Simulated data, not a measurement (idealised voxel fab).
Title: Process Module voxel transistor to metal
Shown is cross-section cut, with a width of 215 nm and square cells of size 5 nm.
We lay out every cross-section as a grid of square cells and spell it out in bands from the top down, where one band means one or more rows of cells.
Band entry format. Leading values: height of top, height of bottom, nm. Remainder: materials in left-to-right order, each with its width in nm. Special words: "edge to edge" on a single material, which then fills the band edge to edge; "empty", empty space.
It should be noted that heights are counted from 0, beneath which the wafer as supplied is of one material throughout, and that the lowest band possesses no lower boundary but continues downward, as written in "0 -> down".
Top row gets the first number, bottom row gets the second, and each row in between changes by the same step: that is how a band width like "30 to 40" works.
A step reported as "no alterations made" is a step in which no cell of the cross-section changed.
Closed empty spaces (no open way to the top) of 8 cells or more are what "Enclosed cavity list" lists, each as width x height at distance from the left edge, nm for all three.
On a step's line, text after the settings is the simulator commenting on that step.
Among the settings permitted on a step's line is "overlay nm"; applied to a step with a mask, it specifies the extent to which the mask lay to the right of its planned position, whereas a negative figure signifies a position to the left.
Each pair of cross-sections that follows straddles one process step: the one shows the state before the step, the other the state after it, down to the lowest band that changed and no further. The step in question, and its settings, are given under the pair. Note that a pair is not necessarily a continuation of the pair above it, since pairs can come from different runs of this module on the same starting wafer; it is a continuation only where its entry headed "Before-step section" says so.

BEFORE-STEP SECTION
* 0 -> down  Si edge to edge
* Enclosed cavity list: none

STRUCTURE AFTER STEP
* 5 -> 0  SiO2 edge to edge
* Everything below 0 is unchanged.
* Enclosed cavity list: none
Between before and after above, the operation and settings are CONFORMAL_DEP (material SiO2; thk nm 5)

Before-step section: it's just the after picture from the pair right above this one.

STRUCTURE AFTER STEP
* 15 -> 5  SiN edge to edge
* Everything below 5 is unchanged.
* Enclosed cavity list: none
Between before and after above, the operation and settings are CONFORMAL_DEP (material SiN; thk nm 10)

Before-step section: it's just the after picture from the pair right above this one.

STRUCTURE AFTER STEP
* 30 -> 15  aC edge to edge
* Everything below 15 is unchanged.
* Enclosed cavity list: none
Between before and after above, the operation and settings are DIRECTIONAL_DEP (material aC; thk nm 15)

Before-step section: it's just the after picture from the pair right above this one.

STRUCTURE AFTER STEP
* 60 -> 30  empty (50) | resist (115) | empty (50)
* Everything below 30 is unchanged.
* Enclosed cavity list: none
Between before and after above, the operation and settings are PATTERN (tone cover; mask id ACTIVE; material resist; width nm 115; thk nm 30; overlay nm 0)

Before-step section: it's just the after picture from the pair right above this one.

STRUCTURE AFTER STEP
* 45 -> 30  empty (50) | resist (115) | empty (50)
* 30 -> 15  empty (50) | aC (115) | empty (50)
* Everything below 15 is unchanged.
* Enclosed cavity list: none
Between before and after above, the operation and settings are DIRECTIONAL_ETCH (etch materials aC; depth nm 15)

Before-step section: it's just the after picture from the pair right above this one.

STRUCTURE AFTER STEP
* 30 -> 15  empty (50) | aC (115) | empty (50)
* Everything below 15 is unchanged.
* Enclosed cavity list: none
Between before and after above, the operation and settings are STRIP (etch materials resist)

Before-step section: it's just the after picture from the pair right above this one.

STRUCTURE AFTER STEP
* 30 -> 15  empty (50) | aC (115) | empty (50)
* 15 -> 5  empty (50) | SiN (115) | empty (50)
* Everything below 5 is unchanged.
* Enclosed cavity list: none
Between before and after above, the operation and settings are DIRECTIONAL_ETCH (etch materials SiN; depth nm 10)

Before-step section: it's just the after picture from the pair right above this one.

STRUCTURE AFTER STEP
* 30 -> 15  empty (50) | aC (115) | empty (50)
* 15 -> 5  empty (50) | SiN (115) | empty (50)
* 5 -> 0  empty (50) | SiO2 (115) | empty (50)
* Everything below 0 is unchanged.
* Enclosed cavity list: none
Between before and after above, the operation and settings are DIRECTIONAL_ETCH (etch materials SiO2; depth nm 5)

Before-step section: it's just the after picture from the pair right above this one.

STRUCTURE AFTER STEP
* 30 -> 15  empty (50) | aC (115) | empty (50)
* 15 -> 5  empty (50) | SiN (115) | empty (50)
* 5 -> 0  empty (50) | SiO2 (115) | empty (50)
* 0 -> -30  empty (50) | Si (115) | empty (50)
* Everything below -30 is unchanged.
* Enclosed cavity list: none
Between before and after above, the operation and settings are DIRECTIONAL_ETCH (etch materials Si; depth nm 30)

Before-step section: it's just the after picture from the pair right above this one.

STRUCTURE AFTER STEP
* 15 -> 5  empty (50) | SiN (115) | empty (50)
* Everything below 5 is unchanged.
* Enclosed cavity list: none
Between before and after above, the operation and settings are STRIP (etch materials aC)

Before-step section: it's just the after picture from the pair right above this one.

STRUCTURE AFTER STEP
* 25 -> 15  SiO2 edge to edge
* 15 -> 5  SiO2 (50) | SiN (115) | SiO2 (50)
* 5 -> 0  SiO2 edge to edge
* 0 -> -30  SiO2 (50) | Si (115) | SiO2 (50)
* Everything below -30 is unchanged.
* Enclosed cavity list: none
Between before and after above, the operation and settings are FILL_DEP (material SiO2; thk nm 10)

Before-step section: it's just the after picture from the pair right above this one.

STRUCTURE AFTER STEP
* 15 -> 5  SiO2 (50) | SiN (115) | SiO2 (50)
* Everything below 5 is unchanged.
* Enclosed cavity list: none
Between before and after above, the operation and settings are CMP (height nm 15)

Before-step section: it's just the after picture from the pair right above this one.

STRUCTURE AFTER STEP
* 15 -> 10  empty (50) | SiN (115) | empty (50)
* Everything below 10 is unchanged.
* Enclosed cavity list: none
Between before and after above, the operation and settings are SELECTIVE_ETCH (etch materials SiO2; depth nm 5)

Before-step section: it's just the after picture from the pair right above this one.

STRUCTURE AFTER STEP
* 10 -> 5  SiO2 (50) | empty (115) | SiO2 (50)
* Everything below 5 is unchanged.
* Enclosed cavity list: none
Between before and after above, the operation and settings are STRIP (etch materials SiN)

Before-step section: it's just the after picture from the pair right above this one.

STRUCTURE AFTER STEP
* 5 -> 0  SiO2 (45) | empty (125) | SiO2 (45)
* Everything below 0 is unchanged.
* Enclosed cavity list: none
Between before and after above, the operation and settings are SELECTIVE_ETCH (etch materials SiO2; depth nm 5)

Before-step section: it's just the after picture from the pair right above this one.

STRUCTURE AFTER STEP
* 5 -> 0  SiO2 (45) | empty (125) | SiO2 (45)
* 0 -> -5  SiO2 edge to edge
* Everything below -5 is unchanged.
* Enclosed cavity list: none
Between before and after above, the operation and settings are OXIDIZE (depth nm 5)

Before-step section: it's just the after picture from the pair right above this one.

STRUCTURE AFTER STEP
* 35 -> 30  polySi (45) | empty (125) | polySi (45)
* 30 -> 5  polySi edge to edge
* 5 -> 0  SiO2 (45) | polySi (125) | SiO2 (45)
* Everything below 0 is unchanged.
* Enclosed cavity list: none
Between before and after above, the operation and settings are DIRECTIONAL_DEP (material polySi; thk nm 30)

Before-step section: it's just the after picture from the pair right above this one.

STRUCTURE AFTER STEP
* 50 -> 45  SiCN (45) | empty (125) | SiCN (45)
* 45 -> 35  SiCN edge to edge
* 35 -> 30  polySi (45) | SiCN (125) | polySi (45)
* Everything below 30 is unchanged.
* Enclosed cavity list: none
Between before and after above, the operation and settings are DIRECTIONAL_DEP (material SiCN; thk nm 15)

Before-step section: it's just the after picture from the pair right above this one.

STRUCTURE AFTER STEP
* 45 -> 35  empty (90) | SiCN (35) | empty (90)
* 35 -> 30  polySi (45) | empty (45) | SiCN (35) | empty (45) | polySi (45)
* Everything below 30 is unchanged.
* Enclosed cavity list: none
Between before and after above, the operation and settings are MASKED_ETCH (tone cover; mask id GATE; width nm 35; etch materials SiCN; depth nm 25; overlay nm 0)

Before-step section: it's just the after picture from the pair right above this one.

STRUCTURE AFTER STEP
* 45 -> 30  empty (90) | SiCN (35) | empty (90)
* 30 -> 5  empty (90) | polySi (35) | empty (90)
* 5 -> 0  SiO2 (45) | empty (45) | polySi (35) | empty (45) | SiO2 (45)
* Everything below 0 is unchanged.
* Enclosed cavity list: none
Between before and after above, the operation and settings are MASKED_ETCH (tone cover; mask id GATE; width nm 35; etch materials polySi; depth nm 40; overlay nm 0)

Before-step section: it's just the after picture from the pair right above this one.

STRUCTURE AFTER STEP
* 50 -> 45  empty (85) | SiO2 (45) | empty (85)
* 45 -> 30  empty (85) | SiO2 (5) | SiCN (35) | SiO2 (5) | empty (85)
* 30 -> 10  empty (85) | SiO2 (5) | polySi (35) | SiO2 (5) | empty (85)
* 10 -> 5  SiO2 (50) | empty (35) | SiO2 (5) | polySi (35) | SiO2 (5) | empty (35) | SiO2 (50)
* 5 -> 0  SiO2 (90) | polySi (35) | SiO2 (90)
* Everything below 0 is unchanged.
* Enclosed cavity list: none
Between before and after above, the operation and settings are CONFORMAL_DEP (material SiO2; thk nm 5)

Before-step section: it's just the after picture from the pair right above this one.

STRUCTURE AFTER STEP
* 45 -> 30  empty (85) | SiO2 (5) | SiCN (35) | SiO2 (5) | empty (85)
* 30 -> 5  empty (85) | SiO2 (5) | polySi (35) | SiO2 (5) | empty (85)
* 5 -> 0  SiO2 (50) | empty (35) | SiO2 (5) | polySi (35) | SiO2 (5) | empty (35) | SiO2 (50)
* Everything below 0 is unchanged.
* Enclosed cavity list: none
Between before and after above, the operation and settings are DIRECTIONAL_ETCH (etch materials SiO2; depth nm 5)

Before-step section: it's just the after picture from the pair right above this one.

STRUCTURE AFTER STEP
* 50 -> 45  empty (80) | SiN (55) | empty (80)
* 45 -> 30  empty (80) | SiN (5) | SiO2 (5) | SiCN (35) | SiO2 (5) | SiN (5) | empty (80)
* 30 -> 10  empty (80) | SiN (5) | SiO2 (5) | polySi (35) | SiO2 (5) | SiN (5) | empty (80)
* 10 -> 5  SiN (55) | empty (25) | SiN (5) | SiO2 (5) | polySi (35) | SiO2 (5) | SiN (5) | empty (25) | SiN (55)
* 5 -> 0  SiO2 (50) | SiN (35) | SiO2 (5) | polySi (35) | SiO2 (5) | SiN (35) | SiO2 (50)
* Everything below 0 is unchanged.
* Enclosed cavity list: none
Between before and after above, the operation and settings are CONFORMAL_DEP (material SiN; thk nm 5)

Before-step section: it's just the after picture from the pair right above this one.

STRUCTURE AFTER STEP
* 45 -> 30  empty (80) | SiN (5) | SiO2 (5) | SiCN (35) | SiO2 (5) | SiN (5) | empty (80)
* 30 -> 5  empty (80) | SiN (5) | SiO2 (5) | polySi (35) | SiO2 (5) | SiN (5) | empty (80)
* 5 -> 0  SiO2 (50) | SiN (5) | empty (25) | SiN (5) | SiO2 (5) | polySi (35) | SiO2 (5) | SiN (5) | empty (25) | SiN (5) | SiO2 (50)
* Everything below 0 is unchanged.
* Enclosed cavity list: none
Between before and after above, the operation and settings are DIRECTIONAL_ETCH (etch materials SiN; depth nm 5)

Before-step section: it's just the after picture from the pair right above this one.

STRUCTURE AFTER STEP
* 45 -> 40  empty (80) | SiN (5) | empty (5) | SiCN (35) | empty (5) | SiN (5) | empty (80)
* 40 -> 30  empty (80) | SiN (5) | SiO2 (5) | SiCN (35) | SiO2 (5) | SiN (5) | empty (80)
* 30 -> 5  empty (80) | SiN (5) | SiO2 (5) | polySi (35) | SiO2 (5) | SiN (5) | empty (80)
* 5 -> 0  empty (50) | SiN (5) | empty (25) | SiN (5) | SiO2 (5) | polySi (35) | SiO2 (5) | SiN (5) | empty (25) | SiN (5) | empty (50)
* 0 -> -5  SiO2 (55) | empty (25) | SiO2 (55) | empty (25) | SiO2 (55)
* Everything below -5 is unchanged.
* Enclosed cavity list: none
Between before and after above, the operation and settings are DIRECTIONAL_ETCH (etch materials SiO2; depth nm 5)

Before-step section: it's just the after picture from the pair right above this one.

STRUCTURE AFTER STEP
* 45 -> 40  empty (80) | SiN (5) | empty (5) | SiCN (35) | empty (5) | SiN (5) | empty (80)
* 40 -> 30  empty (80) | SiN (5) | SiO2 (5) | SiCN (35) | SiO2 (5) | SiN (5) | empty (80)
* 30 -> 5  empty (80) | SiN (5) | SiO2 (5) | polySi (35) | SiO2 (5) | SiN (5) | empty (80)
* 5 -> 0  empty (50) | SiN (5) | empty (25) | SiN (5) | SiO2 (5) | polySi (35) | SiO2 (5) | SiN (5) | empty (25) | SiN (5) | empty (50)
* 0 -> -5  SiO2 (55) | empty (25) | SiO2 (55) | empty (25) | SiO2 (55)
* -5 -> -20  SiO2 (50) | Si (5) | empty (25) | Si (55) | empty (25) | Si (5) | SiO2 (50)
* Everything below -20 is unchanged.
* Enclosed cavity list: none
Between before and after above, the operation and settings are DIRECTIONAL_ETCH (etch materials Si; depth nm 15)

Before-step section: it's just the after picture from the pair right above this one.

STRUCTURE AFTER STEP
* 45 -> 40  empty (80) | SiN (5) | empty (5) | SiCN (35) | empty (5) | SiN (5) | empty (80)
* 40 -> 30  empty (80) | SiN (5) | SiO2 (5) | SiCN (35) | SiO2 (5) | SiN (5) | empty (80)
* 30 -> 15  empty (80) | SiN (5) | SiO2 (5) | polySi (35) | SiO2 (5) | SiN (5) | empty (80)
* 15 -> 5  empty (45) | pSi (35) | SiN (5) | SiO2 (5) | polySi (35) | SiO2 (5) | SiN (5) | pSi (35) | empty (45)
* 5 -> 0  empty (45) | pSi (5) | SiN (5) | pSi (25) | SiN (5) | SiO2 (5) | polySi (35) | SiO2 (5) | SiN (5) | pSi (25) | SiN (5) | pSi (5) | empty (45)
* 0 -> -5  SiO2 (55) | pSi (25) | SiO2 (55) | pSi (25) | SiO2 (55)
* -5 -> -20  SiO2 (50) | Si (5) | pSi (25) | Si (55) | pSi (25) | Si (5) | SiO2 (50)
* Everything below -20 is unchanged.
* Enclosed cavity list: none
Between before and after above, the operation and settings are EPI (material pSi; thk nm 20)

Before-step section: it's just the after picture from the pair right above this one.

STRUCTURE AFTER STEP
* 50 -> 45  SiO2 edge to edge
* 45 -> 30  SiO2 (80) | SiN (5) | SiO2 (5) | SiCN (35) | SiO2 (5) | SiN (5) | SiO2 (80)
* 30 -> 15  SiO2 (80) | SiN (5) | SiO2 (5) | polySi (35) | SiO2 (5) | SiN (5) | SiO2 (80)
* 15 -> 5  SiO2 (45) | pSi (35) | SiN (5) | SiO2 (5) | polySi (35) | SiO2 (5) | SiN (5) | pSi (35) | SiO2 (45)
* 5 -> 0  SiO2 (45) | pSi (5) | SiN (5) | pSi (25) | SiN (5) | SiO2 (5) | polySi (35) | SiO2 (5) | SiN (5) | pSi (25) | SiN (5) | pSi (5) | SiO2 (45)
* Everything below 0 is unchanged.
* Enclosed cavity list: none
Between before and after above, the operation and settings are FILL_DEP (material SiO2; thk nm 5)

Before-step section: it's just the after picture from the pair right above this one.

STRUCTURE AFTER STEP
* 30 -> 15  SiO2 (80) | SiN (5) | SiO2 (5) | polySi (35) | SiO2 (5) | SiN (5) | SiO2 (80)
* Everything below 15 is unchanged.
* Enclosed cavity list: none
Between before and after above, the operation and settings are CMP (height nm 30)

Before-step section: it's just the after picture from the pair right above this one.

STRUCTURE AFTER STEP
* 30 -> 15  SiO2 (80) | SiN (5) | SiO2 (5) | empty (35) | SiO2 (5) | SiN (5) | SiO2 (80)
* 15 -> 5  SiO2 (45) | pSi (35) | SiN (5) | SiO2 (5) | empty (35) | SiO2 (5) | SiN (5) | pSi (35) | SiO2 (45)
* 5 -> 0  SiO2 (45) | pSi (5) | SiN (5) | pSi (25) | SiN (5) | SiO2 (5) | empty (35) | SiO2 (5) | SiN (5) | pSi (25) | SiN (5) | pSi (5) | SiO2 (45)
* Everything below 0 is unchanged.
* Enclosed cavity list: none
Between before and after above, the operation and settings are STRIP (etch materials polySi)

Before-step section: it's just the after picture from the pair right above this one.

STRUCTURE AFTER STEP
* 30 -> 25  empty (80) | SiN (5) | empty (45) | SiN (5) | empty (80)
* 25 -> 15  SiO2 (80) | SiN (5) | empty (45) | SiN (5) | SiO2 (80)
* 15 -> 5  SiO2 (45) | pSi (35) | SiN (5) | empty (45) | SiN (5) | pSi (35) | SiO2 (45)
* 5 -> 0  SiO2 (45) | pSi (5) | SiN (5) | pSi (25) | SiN (5) | empty (45) | SiN (5) | pSi (25) | SiN (5) | pSi (5) | SiO2 (45)
* 0 -> -5  SiO2 (55) | pSi (25) | SiO2 (5) | empty (45) | SiO2 (5) | pSi (25) | SiO2 (55)
* Everything below -5 is unchanged.
* Enclosed cavity list: none
Between before and after above, the operation and settings are SELECTIVE_ETCH (etch materials SiO2; depth nm 5)

Before-step section: it's just the after picture from the pair right above this one.

STRUCTURE AFTER STEP
* 35 -> 30  empty (75) | HfO2 (15) | empty (35) | HfO2 (15) | empty (75)
* 30 -> 25  HfO2 (80) | SiN (5) | HfO2 (5) | empty (35) | HfO2 (5) | SiN (5) | HfO2 (80)
* 25 -> 15  SiO2 (80) | SiN (5) | HfO2 (5) | empty (35) | HfO2 (5) | SiN (5) | SiO2 (80)
* 15 -> 5  SiO2 (45) | pSi (35) | SiN (5) | HfO2 (5) | empty (35) | HfO2 (5) | SiN (5) | pSi (35) | SiO2 (45)
* 5 -> 0  SiO2 (45) | pSi (5) | SiN (5) | pSi (25) | SiN (5) | HfO2 (5) | empty (35) | HfO2 (5) | SiN (5) | pSi (25) | SiN (5) | pSi (5) | SiO2 (45)
* 0 -> -5  SiO2 (55) | pSi (25) | SiO2 (5) | HfO2 (45) | SiO2 (5) | pSi (25) | SiO2 (55)
* Everything below -5 is unchanged.
* Enclosed cavity list: none
Between before and after above, the operation and settings are CONFORMAL_DEP (material HfO2; thk nm 5)

Before-step section: it's just the after picture from the pair right above this one.

STRUCTURE AFTER STEP
* 40 -> 35  empty (70) | TiN (25) | empty (25) | TiN (25) | empty (70)
* 35 -> 30  TiN (75) | HfO2 (15) | TiN (5) | empty (25) | TiN (5) | HfO2 (15) | TiN (75)
* 30 -> 25  HfO2 (80) | SiN (5) | HfO2 (5) | TiN (5) | empty (25) | TiN (5) | HfO2 (5) | SiN (5) | HfO2 (80)
* 25 -> 15  SiO2 (80) | SiN (5) | HfO2 (5) | TiN (5) | empty (25) | TiN (5) | HfO2 (5) | SiN (5) | SiO2 (80)
* 15 -> 5  SiO2 (45) | pSi (35) | SiN (5) | HfO2 (5) | TiN (5) | empty (25) | TiN (5) | HfO2 (5) | SiN (5) | pSi (35) | SiO2 (45)
* 5 -> 0  SiO2 (45) | pSi (5) | SiN (5) | pSi (25) | SiN (5) | HfO2 (5) | TiN (35) | HfO2 (5) | SiN (5) | pSi (25) | SiN (5) | pSi (5) | SiO2 (45)
* Everything below 0 is unchanged.
* Enclosed cavity list: none
Between before and after above, the operation and settings are CONFORMAL_DEP (material TiN; thk nm 5)

Before-step section: it's just the after picture from the pair right above this one.

STRUCTURE AFTER STEP
* 45 -> 40  W edge to edge
* 40 -> 35  W (70) | TiN (25) | W (25) | TiN (25) | W (70)
* 35 -> 30  TiN (75) | HfO2 (15) | TiN (5) | W (25) | TiN (5) | HfO2 (15) | TiN (75)
* 30 -> 25  HfO2 (80) | SiN (5) | HfO2 (5) | TiN (5) | W (25) | TiN (5) | HfO2 (5) | SiN (5) | HfO2 (80)
* 25 -> 15  SiO2 (80) | SiN (5) | HfO2 (5) | TiN (5) | W (25) | TiN (5) | HfO2 (5) | SiN (5) | SiO2 (80)
* 15 -> 5  SiO2 (45) | pSi (35) | SiN (5) | HfO2 (5) | TiN (5) | W (25) | TiN (5) | HfO2 (5) | SiN (5) | pSi (35) | SiO2 (45)
* Everything below 5 is unchanged.
* Enclosed cavity list: none
Between before and after above, the operation and settings are FILL_DEP (material W; thk nm 5)

Before-step section: it's just the after picture from the pair right above this one.

STRUCTURE AFTER STEP
* 25 -> 15  SiO2 (80) | SiN (5) | HfO2 (5) | TiN (5) | W (25) | TiN (5) | HfO2 (5) | SiN (5) | SiO2 (80)
* Everything below 15 is unchanged.
* Enclosed cavity list: none
Between before and after above, the operation and settings are CMP (height nm 25)

Before-step section: it's just the after picture from the pair right above this one.

STRUCTURE AFTER STEP
* 35 -> 25  SiO2 edge to edge
* Everything below 25 is unchanged.
* Enclosed cavity list: none
Between before and after above, the operation and settings are DIRECTIONAL_DEP (material SiO2; thk nm 10)

Before-step section: it's just the after picture from the pair right above this one.

STRUCTURE AFTER STEP
* 35 -> 25  SiO2 (55) | empty (20) | SiO2 (65) | empty (20) | SiO2 (55)
* 25 -> 15  SiO2 (55) | empty (20) | SiO2 (5) | SiN (5) | HfO2 (5) | TiN (5) | W (25) | TiN (5) | HfO2 (5) | SiN (5) | SiO2 (5) | empty (20) | SiO2 (55)
* Everything below 15 is unchanged.
* Enclosed cavity list: none
Between before and after above, the operation and settings are MASKED_ETCH (tone open; mask id CONTACT; width nm 20; pitch nm 85; etch materials SiO2; depth nm 20; overlay nm 0)

Before-step section: it's just the after picture from the pair right above this one.

STRUCTURE AFTER STEP
* 40 -> 35  TiN (60) | empty (10) | TiN (75) | empty (10) | TiN (60)
* 35 -> 25  SiO2 (55) | TiN (5) | empty (10) | TiN (5) | SiO2 (65) | TiN (5) | empty (10) | TiN (5) | SiO2 (55)
* 25 -> 20  SiO2 (55) | TiN (5) | empty (10) | TiN (5) | SiO2 (5) | SiN (5) | HfO2 (5) | TiN (5) | W (25) | TiN (5) | HfO2 (5) | SiN (5) | SiO2 (5) | TiN (5) | empty (10) | TiN (5) | SiO2 (55)
* 20 -> 15  SiO2 (55) | TiN (20) | SiO2 (5) | SiN (5) | HfO2 (5) | TiN (5) | W (25) | TiN (5) | HfO2 (5) | SiN (5) | SiO2 (5) | TiN (20) | SiO2 (55)
* Everything below 15 is unchanged.
* Enclosed cavity list: none
Between before and after above, the operation and settings are CONFORMAL_DEP (material TiN; thk nm 5)

Before-step section: it's just the after picture from the pair right above this one.

STRUCTURE AFTER STEP
* 45 -> 40  W edge to edge
* 40 -> 35  TiN (60) | W (10) | TiN (75) | W (10) | TiN (60)
* 35 -> 25  SiO2 (55) | TiN (5) | W (10) | TiN (5) | SiO2 (65) | TiN (5) | W (10) | TiN (5) | SiO2 (55)
* 25 -> 20  SiO2 (55) | TiN (5) | W (10) | TiN (5) | SiO2 (5) | SiN (5) | HfO2 (5) | TiN (5) | W (25) | TiN (5) | HfO2 (5) | SiN (5) | SiO2 (5) | TiN (5) | W (10) | TiN (5) | SiO2 (55)
* Everything below 20 is unchanged.
* Enclosed cavity list: none
Between before and after above, the operation and settings are FILL_DEP (material W; thk nm 5)

Before-step section: it's just the after picture from the pair right above this one.

STRUCTURE AFTER STEP
* 35 -> 25  SiO2 (55) | TiN (5) | W (10) | TiN (5) | SiO2 (65) | TiN (5) | W (10) | TiN (5) | SiO2 (55)
* Everything below 25 is unchanged.
* Enclosed cavity list: none
Between before and after above, the operation and settings are CMP (height nm 35)

Before-step section: it's just the after picture from the pair right above this one.

STRUCTURE AFTER STEP
* 40 -> 35  TiN edge to edge
* Everything below 35 is unchanged.
* Enclosed cavity list: none
Between before and after above, the operation and settings are DIRECTIONAL_DEP (material TiN; thk nm 5)

Before-step section: it's just the after picture from the pair right above this one.

STRUCTURE AFTER STEP
* 55 -> 40  W edge to edge
* Everything below 40 is unchanged.
* Enclosed cavity list: none
Between before and after above, the operation and settings are DIRECTIONAL_DEP (material W; thk nm 15)

Before-step section: it's just the after picture from the pair right above this one.

STRUCTURE AFTER STEP
* 55 -> 40  empty (55) | W (20) | empty (65) | W (20) | empty (55)
* Everything below 40 is unchanged.
* Enclosed cavity list: none
Between before and after above, the operation and settings are MASKED_ETCH (tone cover; mask id METAL_1; width nm 20; pitch nm 85; etch materials W; depth nm 15; overlay nm 0)

Before-step section: it's just the after picture from the pair right above this one.

STRUCTURE AFTER STEP
* 55 -> 40  empty (55) | W (20) | empty (65) | W (20) | empty (55)
* 40 -> 35  empty (55) | TiN (20) | empty (65) | TiN (20) | empty (55)
* Everything below 35 is unchanged.
* Enclosed cavity list: none
Between before and after above, the operation and settings are MASKED_ETCH (tone cover; mask id METAL_1; width nm 20; pitch nm 85; etch materials TiN; depth nm 5; overlay nm 0)

Before-step section: it's just the after picture from the pair right above this one.

STRUCTURE AFTER STEP
* 60 -> 55  SiO2 edge to edge
* 55 -> 40  SiO2 (55) | W (20) | SiO2 (65) | W (20) | SiO2 (55)
* 40 -> 35  SiO2 (55) | TiN (20) | SiO2 (65) | TiN (20) | SiO2 (55)
* Everything below 35 is unchanged.
* Enclosed cavity list: none
Between before and after above, the operation and settings are FILL_DEP (material SiO2; thk nm 5)

Before-step section: it's just the after picture from the pair right above this one.

STRUCTURE AFTER STEP
* 55 -> 40  SiO2 (55) | W (20) | SiO2 (65) | W (20) | SiO2 (55)
* Everything below 40 is unchanged.
* Enclosed cavity list: none
Between before and after above, the operation and settings are CMP (height nm 55)

Before-step section: it's just the after picture from the pair right above this one.

STRUCTURE AFTER STEP
* 60 -> 55  SiN edge to edge
* Everything below 55 is unchanged.
* Enclosed cavity list: none
Between before and after above, the operation and settings are CONFORMAL_DEP (material SiN; thk nm 5)

BEFORE-STEP SECTION
* 0 -> down  Si edge to edge
* Enclosed cavity list: none

STRUCTURE AFTER STEP
* 10 -> 0  SiN edge to edge
* Everything below 0 is unchanged.
* Enclosed cavity list: none
Between before and after above, the operation and settings are CONFORMAL_DEP (material SiN; thk nm 10)

Before-step section: it's just the after picture from the pair right above this one.

STRUCTURE AFTER STEP
* 25 -> 10  aC edge to edge
* Everything below 10 is unchanged.
* Enclosed cavity list: none
Between before and after above, the operation and settings are DIRECTIONAL_DEP (material aC; thk nm 15)

Before-step section: it's just the after picture from the pair right above this one.

STRUCTURE AFTER STEP
* 55 -> 25  empty (50) | resist (115) | empty (50)
* Everything below 25 is unchanged.
* Enclosed cavity list: none
Between before and after above, the operation and settings are PATTERN (tone cover; mask id ACTIVE; material resist; width nm 115; thk nm 30; overlay nm 0)

Before-step section: it's just the after picture from the pair right above this one.

STRUCTURE AFTER STEP
* 40 -> 25  empty (50) | resist (115) | empty (50)
* 25 -> 10  empty (50) | aC (115) | empty (50)
* Everything below 10 is unchanged.
* Enclosed cavity list: none
Between before and after above, the operation and settings are DIRECTIONAL_ETCH (etch materials aC; depth nm 15)

Before-step section: it's just the after picture from the pair right above this one.

STRUCTURE AFTER STEP
* 25 -> 10  empty (50) | aC (115) | empty (50)
* Everything below 10 is unchanged.
* Enclosed cavity list: none
Between before and after above, the operation and settings are STRIP (etch materials resist)

Before-step section: it's just the after picture from the pair right above this one.

STRUCTURE AFTER STEP
* 25 -> 10  empty (50) | aC (115) | empty (50)
* 10 -> 0  empty (50) | SiN (115) | empty (50)
* Everything below 0 is unchanged.
* Enclosed cavity list: none
Between before and after above, the operation and settings are DIRECTIONAL_ETCH (etch materials SiN; depth nm 10)

Before-step section: it's just the after picture from the pair right above this one.

STRUCTURE AFTER STEP
* 25 -> 10  empty (50) | aC (115) | empty (50)
* 10 -> 0  empty (50) | SiN (115) | empty (50)
* 0 -> -30  empty (50) | Si (115) | empty (50)
* Everything below -30 is unchanged.
* Enclosed cavity list: none
Between before and after above, the operation and settings are DIRECTIONAL_ETCH (etch materials Si; depth nm 30)

Before-step section: it's just the after picture from the pair right above this one.

STRUCTURE AFTER STEP
* 10 -> 0  empty (50) | SiN (115) | empty (50)
* Everything below 0 is unchanged.
* Enclosed cavity list: none
Between before and after above, the operation and settings are STRIP (etch materials aC)

Before-step section: it's just the after picture from the pair right above this one.

STRUCTURE AFTER STEP
* 20 -> 10  SiO2 edge to edge
* 10 -> 0  SiO2 (50) | SiN (115) | SiO2 (50)
* 0 -> -30  SiO2 (50) | Si (115) | SiO2 (50)
* Everything below -30 is unchanged.
* Enclosed cavity list: none
Between before and after above, the operation and settings are FILL_DEP (material SiO2; thk nm 10)

Before-step section: it's just the after picture from the pair right above this one.

STRUCTURE AFTER STEP
* 15 -> 10  SiO2 edge to edge
* Everything below 10 is unchanged.
* Enclosed cavity list: none
Between before and after above, the operation and settings are CMP (height nm 15)

Before-step section: it's just the after picture from the pair right above this one.

STRUCTURE AFTER STEP
* 10 -> 0  SiO2 (50) | SiN (115) | SiO2 (50)
* Everything below 0 is unchanged.
* Enclosed cavity list: none
Between before and after above, the operation and settings are SELECTIVE_ETCH (etch materials SiO2; depth nm 5)

Before-step section: it's just the after picture from the pair right above this one.

STRUCTURE AFTER STEP
* 10 -> 0  SiO2 (50) | empty (115) | SiO2 (50)
* Everything below 0 is unchanged.
* Enclosed cavity list: none
Between before and after above, the operation and settings are STRIP (etch materials SiN)

Before-step section: it's just the after picture from the pair right above this one.

STRUCTURE AFTER STEP
* 5 -> 0  SiO2 (45) | empty (125) | SiO2 (45)
* 0 -> -5  SiO2 (45) | empty (5) | Si (115) | empty (5) | SiO2 (45)
* Everything below -5 is unchanged.
* Enclosed cavity list: none
Between before and after above, the operation and settings are SELECTIVE_ETCH (etch materials SiO2; depth nm 5)

Before-step section: it's just the after picture from the pair right above this one.

STRUCTURE AFTER STEP
* 5 -> 0  SiO2 (45) | empty (125) | SiO2 (45)
* 0 -> -5  SiO2 (45) | empty (5) | SiO2 (115) | empty (5) | SiO2 (45)
* -5 -> -10  SiO2 (55) | Si (105) | SiO2 (55)
* Everything below -10 is unchanged.
* Enclosed cavity list: none
Between before and after above, the operation and settings are OXIDIZE (depth nm 5)

Before-step section: it's just the after picture from the pair right above this one.

STRUCTURE AFTER STEP
* 35 -> 30  polySi (45) | empty (125) | polySi (45)
* 30 -> 25  polySi (45) | empty (5) | polySi (115) | empty (5) | polySi (45)
* 25 -> 5  polySi edge to edge
* 5 -> 0  SiO2 (45) | polySi (125) | SiO2 (45)
* 0 -> -5  SiO2 (45) | polySi (5) | SiO2 (115) | polySi (5) | SiO2 (45)
* Everything below -5 is unchanged.
* Enclosed cavity list: none
Between before and after above, the operation and settings are DIRECTIONAL_DEP (material polySi; thk nm 30)

Before-step section: it's just the after picture from the pair right above this one.

STRUCTURE AFTER STEP
* 50 -> 45  SiCN (45) | empty (125) | SiCN (45)
* 45 -> 40  SiCN (45) | empty (5) | SiCN (115) | empty (5) | SiCN (45)
* 40 -> 35  SiCN edge to edge
* 35 -> 30  polySi (45) | SiCN (125) | polySi (45)
* 30 -> 25  polySi (45) | SiCN (5) | polySi (115) | SiCN (5) | polySi (45)
* Everything below 25 is unchanged.
* Enclosed cavity list: none
Between before and after above, the operation and settings are DIRECTIONAL_DEP (material SiCN; thk nm 15)

Before-step section: it's just the after picture from the pair right above this one.

STRUCTURE AFTER STEP
* 45 -> 35  empty (90) | SiCN (35) | empty (90)
* 35 -> 30  polySi (45) | empty (45) | SiCN (35) | empty (45) | polySi (45)
* 30 -> 25  polySi (45) | empty (5) | polySi (115) | empty (5) | polySi (45)
* Everything below 25 is unchanged.
* Enclosed cavity list: none
Between before and after above, the operation and settings are MASKED_ETCH (tone cover; mask id GATE; width nm 35; etch materials SiCN; depth nm 25; overlay nm 0)
